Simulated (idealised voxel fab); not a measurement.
Name of the process module below: voxel air gaps
The figure presents cross-section cut, which has a width of 205 nm and is divided into square cells with an edge length of 5 nm.
A cross-section in this document is a grid of square cells, and it is written down as bands, the top band listed before the ones below it; a band is made up of one or more rows of cells. Band: top and bottom heights (nm) first, top before bottom; then materials from left to right, widths in nm. "throughout" marks a sole material filling the band edge to edge. "air" denotes empty space. Heights are expressed relative to 0, this being the level below which the as-received wafer comprises one material exclusively. The lowest band is unbounded in the downward direction and is denoted as in "0 -> down". The expression "30..40" gives the width at the extremes of the band, the first number at its top row of cells and the second at its bottom row, with the width changing by equal amounts from each row to the next in between. Where the words "no modifications" appear for a step, the cross-section shows no cell changed by that step; every cell remained as before. If an empty space has no open way to the top and is at least 8 cells in size, "Enclosed internal voids" lists it, written width x height at distance, where distance is measured from the left edge and every value is in nm. Text after the settings on a step's line: the simulator's own remark on that step. The line of a step may include "overlay nm". On a step with a mask, this value is how far to the right of its planned place the mask lay. A negative value means the mask lay to the left.

**This section lists the process steps that were planned**
step 1: RECEIVE [material Si]
step 2: CONFORMAL_DEP [material SiO2] [thk nm 10]
step 3: CONFORMAL_DEP [material SiN] [thk nm 5]
step 4: DIRECTIONAL_DEP [material SiO2] [thk nm 40]
step 5: PATTERN [tone open] [mask id LINES] [material resist] [width nm 15] [pitch nm 40] [thk nm 20] [overlay nm -15]
step 6: DIRECTIONAL_ETCH [etch materials SiO2] [depth nm 40]
step 7: STRIP [etch materials resist]
step 8: CONFORMAL_DEP [material TiN] [thk nm 5]
step 9: FILL_DEP [material Cu] [thk nm 5]
step 10: CMP [height nm 55]
step 11: EPI [material Ru] [thk nm 10]
step 12: SELECTIVE_ETCH [etch materials SiO2] [depth nm 50]
step 13: CONFORMAL_DEP [material SiN] [thk nm 5]
The plan's step 5 overlay nm is the first wafer's value; the wafers differ in this setting and start identical.

**First of several wafers (as received, post step 1), cross-sectional view**
    0 -> down = Si throughout
    Enclosed internal voids: none

**Row per wafer, end-of-module: cell gain (+)/loss (-) by material since the wafer came in, then closed voids**
overlay nm -15 | +21 Cu | +42 Ru | +158 SiN | +82 SiO2 | +51 TiN | Enclosed internal voids: 15 x 30 at 60; 15 x 30 at 100
overlay nm -10 | +21 Cu | +42 Ru | +158 SiN | +82 SiO2 | +51 TiN | Enclosed internal voids: 15 x 30 at 65; 15 x 30 at 105
overlay nm -5 | +21 Cu | +42 Ru | +158 SiN | +82 SiO2 | +51 TiN | Enclosed internal voids: 15 x 30 at 70; 15 x 30 at 110
overlay nm 0 | +21 Cu | +42 Ru | +158 SiN | +82 SiO2 | +51 TiN | Enclosed internal voids: 15 x 30 at 75; 15 x 30 at 115
overlay nm 5 | +21 Cu | +42 Ru | +158 SiN | +82 SiO2 | +51 TiN | Enclosed internal voids: 15 x 30 at 80; 15 x 30 at 120
overlay nm 10 | +21 Cu | +42 Ru | +158 SiN | +82 SiO2 | +51 TiN | Enclosed internal voids: 15 x 30 at 85; 15 x 30 at 125
overlay nm 15 | +21 Cu | +42 Ru | +158 SiN | +82 SiO2 | +51 TiN | Enclosed internal voids: 15 x 30 at 90; 15 x 30 at 130
